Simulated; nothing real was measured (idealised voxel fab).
Presented below is a process module, voxel spacer lines.
Each square cell in cross-section cut measures 5 nm, and the section as a whole is 275 nm wide.
Bands, listed from the top down, are how a cross-section gets written in this document; the cross-section itself is a grid of square cells, and a band is one or more rows of them.
Heights first: top, then bottom, in nm. Then materials, left to right, each with a width in nm. "all across" on a single material: fills the band edge to edge. "blank": empty space.
Basically, 0 is our baseline, since under it the wafer straight out of the box is all one material. The bottom band has no lower end and keeps on going down, so it looks like "0 and below".
It should be noted that a width expressed as "30..40" varies in equal increments from row to row of cells within the band, taking the value of the first number at the top row and that of the second number at the bottom row.
A step reported as "nothing changed" is a step in which no cell of the cross-section changed.
Any empty space of 8 cells or more lacking an open way to the top shows up in "Enclosed internal voids" as width x height at distance, distance from the left edge, in nm.
Whatever follows a step's settings on its line is a remark the simulator itself makes about that step.
overlay nm: on a step with a mask, how far right of its planned place the mask lay; negative means left.
Here's what the planned process steps look like:
1. RECEIVE: material Si
2. CONFORMAL_DEP: material Al2O3, thk nm 5
3. DIRECTIONAL_DEP: material SiN, thk nm 10
4. DIRECTIONAL_DEP: material aC, thk nm 20
5. PATTERN: tone cover, mask id MANDREL, material resist, width nm 15, pitch nm 60, thk nm 30, overlay nm 0
6. DIRECTIONAL_ETCH: etch materials aC, depth nm 20
7. STRIP: etch materials resist
8. CONFORMAL_DEP: material SiO2, thk nm 15
9. DIRECTIONAL_ETCH: etch materials SiO2, depth nm 15
10. STRIP: etch materials aC
11. DIRECTIONAL_ETCH: etch materials SiN, depth nm 10
12. STRIP: etch materials SiO2
13. FILL_DEP: material lowk, thk nm 5
14. CMP: height nm 15
Every wafer here starts from the same state; it is the step 5 width nm that distinguishes them, and the value the plan gives belongs to the first wafer.
Cut through the first of several wafers as received, post step 1:
0 and below = Si all across
Enclosed internal voids: none
Per wafer (row), end of module: delta in cells per material since receipt, (+) for gained, (-) for lost; closed voids after that:
width nm 15; +55 Al2O3; +36 SiN; +74 lowk; Enclosed internal voids: none
width nm 20; +55 Al2O3; +36 SiN; +74 lowk; Enclosed internal voids: none
width nm 25; +55 Al2O3; +36 SiN; +74 lowk; Enclosed internal voids: none
width nm 30; +55 Al2O3; +36 SiN; +74 lowk; Enclosed internal voids: none
